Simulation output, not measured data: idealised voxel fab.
Proc. module: voxel transistor to metal
Cross-section cut: width 195 nm, square cells of 5 nm.
Cross-section format: a grid of square cells, given as bands from top to bottom; each band is one or more rows of cells.
Band entry format. Leading values: height of top, height of bottom, nm. Remainder: materials in left-to-right order, each with its width in nm. Special words: "edge to edge" on a single material, which then fills the band edge to edge; "air", empty space.
It should be noted that heights are counted from 0, beneath which the wafer as supplied is of one material throughout, and that the lowest band possesses no lower boundary but continues downward, as written in "0 -> down".
The expression "30..40" gives the width at the extremes of the band, the first number at its top row of cells and the second at its bottom row, with the width changing by equal amounts from each row to the next in between.
Any step labelled "all unchanged" changed none of the cells in the cross-section.
In "Fully closed voids" the enclosed voids are listed, meaning empty spaces of 8 cells or larger without any opening to the top. The form is width x height at distance, distance from the left edge, units nm.
If you see something after the settings on a step's line, that's the simulator's own remark about that step.
For masked steps, "overlay nm" on the step line gives how far right of plan the mask actually lay; a minus sign means it lay to the left.
[These are the steps we planned for the process]
- 1: RECEIVE (material Si)
- 2: CONFORMAL_DEP (material SiO2; thk nm 5)
- 3: CONFORMAL_DEP (material SiN; thk nm 15)
- 4: DIRECTIONAL_DEP (material aC; thk nm 15)
- 5: PATTERN (tone cover; mask id ACTIVE; material resist; width nm 95; thk nm 30; overlay nm 0)
- 6: DIRECTIONAL_ETCH (etch materials aC; depth nm 15)
- 7: STRIP (etch materials resist)
- 8: DIRECTIONAL_ETCH (etch materials SiN; depth nm 15)
- 9: DIRECTIONAL_ETCH (etch materials SiO2; depth nm 5)
- 10: DIRECTIONAL_ETCH (etch materials Si; depth nm 25)
- 11: STRIP (etch materials aC)
- 12: OXIDIZE (depth nm 5)
- 13: FILL_DEP (material SiO2; thk nm 10)
- 14: CMP (height nm 20)
- 15: SELECTIVE_ETCH (etch materials SiO2; depth nm 15)
- 16: STRIP (etch materials SiN)
- 17: SELECTIVE_ETCH (etch materials SiO2; depth nm 5)
- 18: OXIDIZE (depth nm 5)
- 19: DIRECTIONAL_DEP (material polySi; thk nm 30)
- 20: DIRECTIONAL_DEP (material SiCN; thk nm 10)
- 21: MASKED_ETCH (tone cover; mask id GATE; width nm 25; etch materials SiCN; depth nm 20; overlay nm 0)
- 22: MASKED_ETCH (tone cover; mask id GATE; width nm 25; etch materials polySi; depth nm 40; overlay nm 0)
- 23: CONFORMAL_DEP (material SiO2; thk nm 5)
- 24: DIRECTIONAL_ETCH (etch materials SiO2; depth nm 5)
- 25: CONFORMAL_DEP (material SiN; thk nm 10)
- 26: DIRECTIONAL_ETCH (etch materials SiN; depth nm 10)
- 27: DIRECTIONAL_ETCH (etch materials SiO2; depth nm 5)
- 28: DIRECTIONAL_ETCH (etch materials Si; depth nm 10)
- 29: EPI (material SiGe; thk nm 10)
- 30: FILL_DEP (material SiO2; thk nm 5)
- 31: CMP (height nm 40)
- 32: DIRECTIONAL_DEP (material SiO2; thk nm 15)
- 33: DIRECTIONAL_DEP (material aC; thk nm 10)
- 34: PATTERN (tone open; mask id CONTACT; material resist; width nm 15; pitch nm 70; thk nm 25; overlay nm 0)
- 35: DIRECTIONAL_ETCH (etch materials aC; depth nm 10)
- 36: STRIP (etch materials resist)
- 37: DIRECTIONAL_ETCH (etch materials SiO2; depth nm 60)
- 38: STRIP (etch materials aC)
- 39: CONFORMAL_DEP (material TiN; thk nm 5)
- 40: FILL_DEP (material Ru; thk nm 5)
- 41: CMP (height nm 55)
- 42: CONFORMAL_DEP (material SiN; thk nm 5)
- 43: DIRECTIONAL_DEP (material lowk; thk nm 20)
- 44: PATTERN (tone open; mask id METAL_1; material resist; width nm 15; pitch nm 70; thk nm 20; overlay nm 0)
- 45: DIRECTIONAL_ETCH (etch materials lowk; depth nm 20)
- 46: DIRECTIONAL_ETCH (etch materials SiN; depth nm 5)
- 47: STRIP (etch materials resist)
- 48: CONFORMAL_DEP (material TiN; thk nm 5)
- 49: FILL_DEP (material W; thk nm 10)
- 50: CMP (height nm 80)
- 51: CONFORMAL_DEP (material SiCN; thk nm 5)
- 52: DIRECTIONAL_DEP (material lowk; thk nm 35)
- 53: PATTERN (tone open; mask id METAL_2; material resist; width nm 15; pitch nm 70; thk nm 15; overlay nm 0)
- 54: DIRECTIONAL_ETCH (etch materials lowk; depth nm 20)
- 55: STRIP (etch materials resist)
- 56: PATTERN (tone open; mask id METAL_2_HOLES; material resist; width nm 15; pitch nm 70; thk nm 20; overlay nm 0)
- 57: DIRECTIONAL_ETCH (etch materials lowk; depth nm 15)
- 58: DIRECTIONAL_ETCH (etch materials SiCN; depth nm 5)
- 59: STRIP (etch materials resist)
- 60: CONFORMAL_DEP (material TiN; thk nm 5)
- 61: FILL_DEP (material Cu; thk nm 5)
- 62: CMP (height nm 120)
- 63: CONFORMAL_DEP (material SiCN; thk nm 5)
[As-received wafer cross-section (after step 1)]
0 -> down: Si edge to edge
Fully closed voids: none
[One mistake in running the module, otherwise start and plan as above: cross-section at the end]
125 -> 120: SiCN edge to edge
120 -> 85: lowk (55), TiN (5), Cu (5), TiN (5), lowk (55), TiN (5), Cu (5), TiN (5), lowk (55)
85 -> 80: SiCN (55), TiN (15), SiCN (55), TiN (15), SiCN (55)
80 -> 60: lowk (55), TiN (5), W (5), TiN (5), lowk (55), TiN (5), W (5), TiN (5), lowk (55)
60 -> 55: SiN (55), TiN (15), SiN (55), TiN (15), SiN (55)
55 -> 50: TiN (60), Ru (5), TiN (65), Ru (5), TiN (60)
50 -> 40: SiO2 (55), TiN (5), Ru (5), TiN (5), SiO2 (55), TiN (5), Ru (5), TiN (5), SiO2 (55)
40 -> 30: SiO2 (55), TiN (5), Ru (5), TiN (5), SiN (10), SiO2 (5), SiCN (25), SiO2 (5), SiN (10), TiN (5), Ru (5), TiN (5), SiO2 (55)
30 -> 10: SiO2 (55), TiN (5), Ru (5), TiN (5), SiN (10), SiO2 (5), polySi (25), SiO2 (5), SiN (10), TiN (5), Ru (5), TiN (5), SiO2 (55)
10 -> 5: SiO2 (55), TiN (15), SiN (10), SiO2 (5), polySi (25), SiO2 (5), SiN (10), TiN (15), SiO2 (55)
5 -> 0: SiO2 (55), TiN (5), SiGe (10), SiN (10), SiO2 (5), polySi (25), SiO2 (5), SiN (10), SiGe (10), TiN (5), SiO2 (55)
0 -> -5: SiO2 (55), TiN (5), SiGe (10), SiO2 (55), SiGe (10), TiN (5), SiO2 (55)
-5 -> -15: SiO2 (55), SiGe (15), Si (55), SiGe (15), SiO2 (55)
-15 -> -30: SiO2 (55), Si (85), SiO2 (55)
-30 -> down: Si edge to edge
Fully closed voids: none
Against the plan, the run slipped here: contrary to plan, step 32 was performed as DIRECTIONAL_DEP (material SiO2; thk nm 10)
